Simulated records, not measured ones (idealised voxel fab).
Process module under the name voxel quadruple lines
275 nm wide, 5 nm square cells: that's cross-section cut.
Cross-section = grid of square cells, listed top down in bands; band = one or more rows. In this notation a band is specified by the heights of its top and bottom, in that order and in nm, after which its materials appear from left to right, each paired with its width in nm. The word "throughout" attached to a single material means that material fills the band from edge to edge; the word "empty" stands for empty space. Zero point of the height axis is 0; under it, received wafer = one material. Lowest band: continues down indefinitely, "0 nm and below". Graded width ("30 to 40"): value in top row of band = first number; value in bottom row = second number; row-to-row change constant. Take "remained the same" at face value: in the step it is given for, the cross-section changed in none of its cells. "Encapsulated voids" lists enclosed empty spaces (at least 8 cells, no open path upward to the top), each as width x height at distance from the left edge, in nm. On a step's line, text after the settings is the simulator commenting on that step. overlay nm: where the mask lay relative to plan, measured to the right, on steps with a mask; negatives go left.

[List of planned process steps]
1,RECEIVE [material Si]
2,CONFORMAL_DEP [material SiO2] [thk nm 10]
3,DIRECTIONAL_DEP [material W] [thk nm 10]
4,DIRECTIONAL_DEP [material polySi] [thk nm 15]
5,DIRECTIONAL_DEP [material aC] [thk nm 25]
6,PATTERN [tone cover] [mask id MANDREL] [material resist] [width nm 30] [thk nm 35] [overlay nm 0]
7,DIRECTIONAL_ETCH [etch materials aC] [depth nm 25]
8,STRIP [etch materials resist]
9,CONFORMAL_DEP [material SiO2] [thk nm 10]
10,DIRECTIONAL_ETCH [etch materials SiO2] [depth nm 10]
11,STRIP [etch materials aC]
12,DIRECTIONAL_ETCH [etch materials polySi] [depth nm 15]
13,STRIP [etch materials SiO2]
14,CONFORMAL_DEP [material SiCN] [thk nm 10]
15,DIRECTIONAL_ETCH [etch materials SiCN] [depth nm 10]
16,STRIP [etch materials polySi]
17,DIRECTIONAL_ETCH [etch materials W] [depth nm 10]
18,STRIP [etch materials SiCN]

[The first wafer of two, processed as planned]

[Here's what the wafer looked like in cross-section when it arrived - that's after step 1]
  0 nm and below | Si throughout
  Encapsulated voids: none

[The wafer, seen in cross-section, after step 2]
  10 nm to 0 nm | SiO2 throughout
  Whatever lies below 0 is exactly as it was before.

[The wafer, seen in cross-section, after step 3]
  20 nm to 10 nm | W throughout
  Whatever lies below 10 is exactly as it was before.

[The wafer, seen in cross-section, after step 4]
  35 nm to 20 nm | polySi throughout
  Whatever lies below 20 is exactly as it was before.

[The wafer, seen in cross-section, after step 5]
  60 nm to 35 nm | aC throughout
  Whatever lies below 35 is exactly as it was before.

[The wafer, seen in cross-section, after step 6]
  95 nm to 60 nm | empty: 120  resist: 30  empty: 125
  Whatever lies below 60 is exactly as it was before.

[The wafer, seen in cross-section, after step 7]
  70 nm to 60 nm | empty: 120  resist: 30  empty: 125
  60 nm to 35 nm | empty: 120  aC: 30  empty: 125
  Whatever lies below 35 is exactly as it was before.

[The wafer, seen in cross-section, after step 8]
  60 nm to 35 nm | empty: 120  aC: 30  empty: 125
  Whatever lies below 35 is exactly as it was before.

[The wafer, seen in cross-section, after step 9]
  70 nm to 60 nm | empty: 110  SiO2: 50  empty: 115
  60 nm to 45 nm | empty: 110  SiO2: 10  aC: 30  SiO2: 10  empty: 115
  45 nm to 35 nm | SiO2: 120  aC: 30  SiO2: 125
  Whatever lies below 35 is exactly as it was before.

[The wafer, seen in cross-section, after step 10]
  60 nm to 35 nm | empty: 110  SiO2: 10  aC: 30  SiO2: 10  empty: 115
  Whatever lies below 35 is exactly as it was before.

[The wafer, seen in cross-section, after step 11]
  60 nm to 35 nm | empty: 110  SiO2: 10  empty: 30  SiO2: 10  empty: 115
  Whatever lies below 35 is exactly as it was before.

[The wafer, seen in cross-section, after step 12]
  60 nm to 35 nm | empty: 110  SiO2: 10  empty: 30  SiO2: 10  empty: 115
  35 nm to 20 nm | empty: 110  polySi: 10  empty: 30  polySi: 10  empty: 115
  Whatever lies below 20 is exactly as it was before.

[The wafer, seen in cross-section, after step 13]
  35 nm to 20 nm | empty: 110  polySi: 10  empty: 30  polySi: 10  empty: 115
  Whatever lies below 20 is exactly as it was before.

[The wafer, seen in cross-section, after step 14]
  45 nm to 35 nm | empty: 100  SiCN: 30  empty: 10  SiCN: 30  empty: 105
  35 nm to 30 nm | empty: 100  SiCN: 10  polySi: 10  SiCN: 10  empty: 10  SiCN: 10  polySi: 10  SiCN: 10  empty: 105
  30 nm to 20 nm | SiCN: 110  polySi: 10  SiCN: 30  polySi: 10  SiCN: 115
  Whatever lies below 20 is exactly as it was before.

[The wafer, seen in cross-section, after step 15]
  35 nm to 20 nm | empty: 100  SiCN: 10  polySi: 10  SiCN: 10  empty: 10  SiCN: 10  polySi: 10  SiCN: 10  empty: 105
  Whatever lies below 20 is exactly as it was before.

[The wafer, seen in cross-section, after step 16]
  35 nm to 20 nm | empty: 100  SiCN: 10  empty: 10  SiCN: 10  empty: 10  SiCN: 10  empty: 10  SiCN: 10  empty: 105
  Whatever lies below 20 is exactly as it was before.

[The wafer, seen in cross-section, after step 17]
  35 nm to 20 nm | empty: 100  SiCN: 10  empty: 10  SiCN: 10  empty: 10  SiCN: 10  empty: 10  SiCN: 10  empty: 105
  20 nm to 10 nm | empty: 100  W: 10  empty: 10  W: 10  empty: 10  W: 10  empty: 10  W: 10  empty: 105
  Whatever lies below 10 is exactly as it was before.

[The wafer, seen in cross-section, after step 18]
  20 nm to 10 nm | empty: 100  W: 10  empty: 10  W: 10  empty: 10  W: 10  empty: 10  W: 10  empty: 105
  Whatever lies below 10 is exactly as it was before.

[Second wafer: same start and same plan as the first, one execution error; identical to the first through step 17]

[Second wafer, cross-section, planned end of step 18]
  20 nm to 10 nm | empty: 100  W: 10  empty: 10  W: 10  empty: 10  W: 10  empty: 10  W: 10  empty: 105
  Whatever lies below 10 is exactly as it was before.
Which mistake was made when the wafer was run? plan step 18 ran twice
If you compare the two wafers at the end, their cross-sections are the same, so as far as this model is concerned the mistake changes nothing.
